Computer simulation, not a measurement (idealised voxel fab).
process module | voxel gate over fins
cross-section cut | 260 nm wide | cells 5 nm
A cross-section is a grid of square cells, given in bands from the top down. A band is one or more rows of cells.
Each band's line starts with the height of the band's top and of its bottom, in nm. Then come its materials from left to right, each with its width in nm. One material with "throughout" fills the band from edge to edge. "air" is empty space.
Height 0 is the level under which the wafer as received is all one material. The lowest band goes on downwards, as in "0 down".
A width such as "30 to 40" changes by the same amount from each row of cells to the next, from the band's top row to its bottom row.
"no change" after a step means that no cell of the cross-section changed.
closed voids: empty space of 8 cells or more with no open way to the top, each as width x height at its distance from the left edge, in nm
after a step's settings: what the simulator itself notes on the step
overlay nm, on a step with a mask: how far to the right of its planned place the mask lay; to the left if negative
plan
1 op RECEIVE | material Si
2 op CONFORMAL_DEP | material SiN | thk nm 10
3 op MASKED_ETCH | tone cover | mask id FINS | width nm 15 | pitch nm 45 | etch materials SiN | depth nm 10 | overlay nm -15
4 op MASKED_ETCH | tone cover | mask id FINS | width nm 15 | pitch nm 45 | etch materials Si | depth nm 35 | overlay nm 0
5 op OXIDIZE | depth nm 5
6 op FILL_DEP | material SiO2 | thk nm 15
7 op CMP | height nm 10
8 op SELECTIVE_ETCH | etch materials SiO2 | depth nm 20
9 op STRIP | etch materials SiN
10 op CONFORMAL_DEP | material HfO2 | thk nm 5
11 op CONFORMAL_DEP | material TiN | thk nm 5
12 op CONFORMAL_DEP | material TiAl | thk nm 5
13 op CONFORMAL_DEP | material TiN | thk nm 5
14 op FILL_DEP | material W | thk nm 15
15 op CMP | height nm 30
16 op CONFORMAL_DEP | material SiN | thk nm 10
varied across the wafers: overlay nm of step 3. The plan shows the first wafer's value. All wafers start alike
first wafer as received, after step 1
  0 down: Si throughout
  closed voids: none
first wafer at the end, after step 16
  40 to 30: SiN throughout
  30 to 20: W throughout
  20 to 15: W 45 | TiN 135 | W 80
  15 to 10: W 45 | TiN 5 | TiAl 35 | TiN 10 | TiAl 35 | TiN 10 | TiAl 35 | TiN 20 | W 65
  10 to 5: TiN 50 | TiAl 5 | TiN 25 | TiAl 20 | TiN 25 | TiAl 20 | TiN 25 | TiAl 20 | TiN 70
  5 to 0: TiAl 55 | TiN 5 | HfO2 15 | TiN 20 | TiAl 5 | TiN 5 | HfO2 15 | TiN 20 | TiAl 5 | TiN 5 | HfO2 15 | TiN 20 | TiAl 75
  0 to -5: TiN 60 | HfO2 5 | Si 5 | HfO2 20 | TiN 15 | HfO2 5 | Si 5 | HfO2 20 | TiN 15 | HfO2 5 | Si 5 | HfO2 20 | TiN 80
  -5 to -10: HfO2 65 | Si 20 | HfO2 25 | Si 20 | HfO2 25 | Si 20 | HfO2 85
  -10 to -40: SiO2 65 | Si 20 | SiO2 25 | Si 20 | SiO2 25 | Si 20 | SiO2 85
  -40 down: Si throughout
  closed voids: none
last wafer at the end
  40 to 30: SiN throughout
  30 to 20: W throughout
  20 to 15: W 75 | TiN 135 | W 50
  15 to 10: W 60 | TiN 20 | TiAl 35 | TiN 10 | TiAl 35 | TiN 10 | TiAl 35 | TiN 5 | W 50
  10 to 5: TiN 65 | TiAl 20 | TiN 25 | TiAl 20 | TiN 25 | TiAl 20 | TiN 25 | TiAl 5 | TiN 55
  5 to 0: TiAl 70 | TiN 20 | HfO2 15 | TiN 5 | TiAl 5 | TiN 20 | HfO2 15 | TiN 5 | TiAl 5 | TiN 20 | HfO2 15 | TiN 5 | TiAl 60
  0 to -5: TiN 75 | HfO2 20 | Si 5 | HfO2 5 | TiN 15 | HfO2 20 | Si 5 | HfO2 5 | TiN 15 | HfO2 20 | Si 5 | HfO2 5 | TiN 65
  -5 to -10: HfO2 80 | Si 20 | HfO2 25 | Si 20 | HfO2 25 | Si 20 | HfO2 70
  -10 to -40: SiO2 80 | Si 20 | SiO2 25 | Si 20 | SiO2 25 | Si 20 | SiO2 70
  -40 down: Si throughout
  closed voids: none
each wafer at the end: cells of each material gained (+) or lost (-) since it was received, then its closed voids
overlay nm -15 | +64 HfO2 | -329 Si | +104 SiN | +240 SiO2 | +62 TiAl | +124 TiN | +151 W | closed voids: none
overlay nm -10 | +64 HfO2 | -350 Si | +104 SiN | +258 SiO2 | +64 TiAl | +124 TiN | +152 W | closed voids: none
overlay nm -5 | +64 HfO2 | -371 Si | +104 SiN | +276 SiO2 | +64 TiAl | +126 TiN | +153 W | closed voids: none
overlay nm 0 | +64 HfO2 | -392 Si | +104 SiN | +294 SiO2 | +64 TiAl | +128 TiN | +154 W | closed voids: none
overlay nm 5 | +64 HfO2 | -371 Si | +104 SiN | +276 SiO2 | +64 TiAl | +126 TiN | +153 W | closed voids: none
overlay nm 10 | +64 HfO2 | -350 Si | +104 SiN | +258 SiO2 | +64 TiAl | +124 TiN | +152 W | closed voids: none
overlay nm 15 | +64 HfO2 | -329 Si | +104 SiN | +240 SiO2 | +62 TiAl | +124 TiN | +151 W | closed voids: none
